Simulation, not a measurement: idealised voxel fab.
This section sets out a process module, namely voxel tone inversion.
Square cell edge 5 nm, section width 195 nm, ID cut.
If you're reading a cross-section in this doc, picture square cells in a grid; it comes to you as bands, top ones listed first down to the bottom, and a band can be one or more rows of cells. The band entry comprises the height of the band's top followed by the height of its bottom, expressed in nm, and subsequently the band's materials from left to right, each stated together with its width in nm. Where a single material is marked with the word "throughout", that material fills the band from edge to edge. The word "blank" represents empty space. For the purposes of this specification, 0 denotes the height below which the wafer in its as-received condition is composed wholly of one material, and the lowermost band, lacking a lower limit, extends downward without end, as expressed in "0 and below". The notation "30..40" denotes a width that varies across the rows of cells in the band, beginning at the first number in the top row, finishing at the second number in the bottom row, and changing by an identical amount from each row to the next. "everything unchanged", as given for a step, is the statement that not any cell of the cross-section underwent a change during that step. Empty spaces counting at least 8 cells and having no open way to the top are listed in "Closed internal cavities". The notation width x height at distance is used for each, the distance being from the left edge and all three values in nm. On each step's line, the part that comes after the settings is the simulator's own comment on the step. On any step carrying a mask, the "overlay nm" setting, if present on the step's line, tells how far right of its planned place the mask lay; negative values point to the left.
THESE ARE THE STEPS WE PLANNED FOR THE PROCESS
1: op RECEIVE | material Si
2: op CONFORMAL_DEP | material SiCN | thk nm 10
3: op DIRECTIONAL_DEP | material aC | thk nm 20
4: op PATTERN | tone cover | mask id POSTS | material resist | width nm 15 | pitch nm 45 | thk nm 25 | overlay nm -15
5: op DIRECTIONAL_ETCH | etch materials aC | depth nm 20
6: op STRIP | etch materials resist
7: op FILL_DEP | material lowk | thk nm 5
8: op CMP | height nm 30
9: op STRIP | etch materials aC
10: op CONFORMAL_DEP | material TiN | thk nm 5
11: op FILL_DEP | material Cu | thk nm 5
12: op CMP | height nm 30
13: op CONFORMAL_DEP | material SiCN | thk nm 5
Keep in mind the plan's value for the overlay nm of step 4 comes from the first wafer; the wafers don't share that setting, but they do share the same starting point.
CROSS-SECTIONAL VIEW OF THE FIRST OF SEVERAL WAFERS IN THE AS-RECEIVED CONDITION, CORRESPONDING TO THE STATE FOLLOWING STEP 1
    0 and below | Si throughout
    Closed internal cavities: none
THE TABLE BELOW HAS ONE ROW FOR EACH WAFER; A ROW SHOWS, AS OF THE END OF THE MODULE, HOW MANY CELLS OF EACH MATERIAL THE WAFER HAS GAINED, MARKED (+), OR LOST, MARKED (-), SINCE IT WAS RECEIVED, AND THEN THE WAFER'S CLOSED VOIDS
overlay nm -15 | +9 Cu | +117 SiCN | +27 TiN | +120 lowk | Closed internal cavities: none
overlay nm -10 | +9 Cu | +117 SiCN | +27 TiN | +120 lowk | Closed internal cavities: none
overlay nm -5 | +9 Cu | +117 SiCN | +27 TiN | +120 lowk | Closed internal cavities: none
overlay nm 0 | +9 Cu | +117 SiCN | +27 TiN | +120 lowk | Closed internal cavities: none
overlay nm 5 | +9 Cu | +117 SiCN | +27 TiN | +120 lowk | Closed internal cavities: none
overlay nm 10 | +9 Cu | +117 SiCN | +27 TiN | +120 lowk | Closed internal cavities: none
overlay nm 15 | +9 Cu | +117 SiCN | +27 TiN | +120 lowk | Closed internal cavities: none
